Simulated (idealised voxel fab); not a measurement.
process module | voxel wiring stack
cross-section cut | 220 nm wide | cells 5 nm
A cross-section is a grid of square cells, given in bands from the top down. A band is one or more rows of cells.
Each band's line starts with the height of the band's top and of its bottom, in nm. Then come its materials from left to right, each with its width in nm. One material with "throughout" fills the band from edge to edge. "air" is empty space.
Height 0 is the level under which the wafer as received is all one material. The lowest band goes on downwards, as in "0 down".
A width such as "30 to 40" changes by the same amount from each row of cells to the next, from the band's top row to its bottom row.
"no change" after a step means that no cell of the cross-section changed.
closed voids: empty space of 8 cells or more with no open way to the top, each as width x height at its distance from the left edge, in nm
after a step's settings: what the simulator itself notes on the step
overlay nm, on a step with a mask: how far to the right of its planned place the mask lay; to the left if negative
plan
1 op RECEIVE | material Si
2 op CONFORMAL_DEP | material SiO2 | thk nm 15
3 op CONFORMAL_DEP | material SiN | thk nm 5
4 op DIRECTIONAL_DEP | material SiO2 | thk nm 25
5 op MASKED_ETCH | tone open | mask id METAL_1 | width nm 25 | pitch nm 45 | etch materials SiO2 | depth nm 25 | overlay nm 0
6 op MASKED_ETCH | tone open | mask id METAL_1 | width nm 15 | pitch nm 45 | etch materials SiN | depth nm 5 | overlay nm 0
7 op CONFORMAL_DEP | material TiN | thk nm 5
8 op FILL_DEP | material Cu | thk nm 10
9 op CMP | height nm 45
10 op CONFORMAL_DEP | material SiCN | thk nm 5
11 op DIRECTIONAL_DEP | material SiO2 | thk nm 15
12 op MASKED_ETCH | tone open | mask id PLUG_1 | width nm 15 | pitch nm 45 | etch materials SiO2 | depth nm 15 | overlay nm 0
13 op MASKED_ETCH | tone open | mask id PLUG_1 | width nm 15 | pitch nm 45 | etch materials SiCN | depth nm 5 | overlay nm 0
14 op EPI | material Ru | thk nm 10
15 op EPI | material Ru | thk nm 10
16 op CONFORMAL_DEP | material SiN | thk nm 5
17 op DIRECTIONAL_DEP | material lowk | thk nm 20
18 op PATTERN | tone open | mask id METAL_2 | material resist | width nm 25 | pitch nm 45 | thk nm 20 | overlay nm 0
19 op DIRECTIONAL_ETCH | etch materials lowk | depth nm 20
20 op DIRECTIONAL_ETCH | etch materials SiN | depth nm 5
21 op STRIP | etch materials resist
22 op CONFORMAL_DEP | material TiN | thk nm 5
23 op FILL_DEP | material Cu | thk nm 10
24 op CMP | height nm 90
25 op CONFORMAL_DEP | material SiCN | thk nm 5
26 op DIRECTIONAL_DEP | material SiO2 | thk nm 30
27 op MASKED_ETCH | tone open | mask id METAL_3_HOLES | width nm 15 | pitch nm 45 | etch materials SiO2 | depth nm 30 | overlay nm 0
28 op MASKED_ETCH | tone open | mask id METAL_3 | width nm 25 | pitch nm 45 | etch materials SiO2 | depth nm 20 | overlay nm 0
29 op MASKED_ETCH | tone open | mask id METAL_3 | width nm 25 | pitch nm 45 | etch materials SiCN | depth nm 5 | overlay nm 0
30 op CONFORMAL_DEP | material TiN | thk nm 5
31 op FILL_DEP | material Cu | thk nm 10
32 op CMP | height nm 125
33 op CONFORMAL_DEP | material SiCN | thk nm 5
34 op DIRECTIONAL_DEP | material lowk | thk nm 25
35 op MASKED_ETCH | tone open | mask id METAL_4_HOLES | width nm 15 | pitch nm 90 | etch materials lowk | depth nm 25 | overlay nm 0
36 op PATTERN | tone open | mask id METAL_4 | material resist | width nm 25 | pitch nm 45 | thk nm 20 | overlay nm 0
37 op DIRECTIONAL_ETCH | etch materials lowk | depth nm 15
38 op DIRECTIONAL_ETCH | etch materials SiCN | depth nm 5
39 op STRIP | etch materials resist
40 op CONFORMAL_DEP | material TiN | thk nm 5
41 op FILL_DEP | material Cu | thk nm 10
42 op CMP | height nm 155
43 op CONFORMAL_DEP | material SiCN | thk nm 5
varied across the wafers: width nm of step 6. The plan shows the first wafer's value. All wafers start alike
first wafer as received, after step 1
  0 down: Si throughout
  closed voids: none
each wafer at the end: cells of each material gained (+) or lost (-) since it was received, then its closed voids
width nm 15 | +135 Cu | +36 Ru | +152 SiCN | +64 SiN | +568 SiO2 | +174 TiN | +279 lowk | closed voids: none
width nm 20 | +138 Cu | +36 Ru | +152 SiCN | +61 SiN | +568 SiO2 | +174 TiN | +279 lowk | closed voids: none
width nm 25 | +141 Cu | +36 Ru | +152 SiCN | +58 SiN | +568 SiO2 | +174 TiN | +279 lowk | closed voids: none
width nm 30 | +141 Cu | +36 Ru | +152 SiCN | +58 SiN | +568 SiO2 | +174 TiN | +279 lowk | closed voids: none
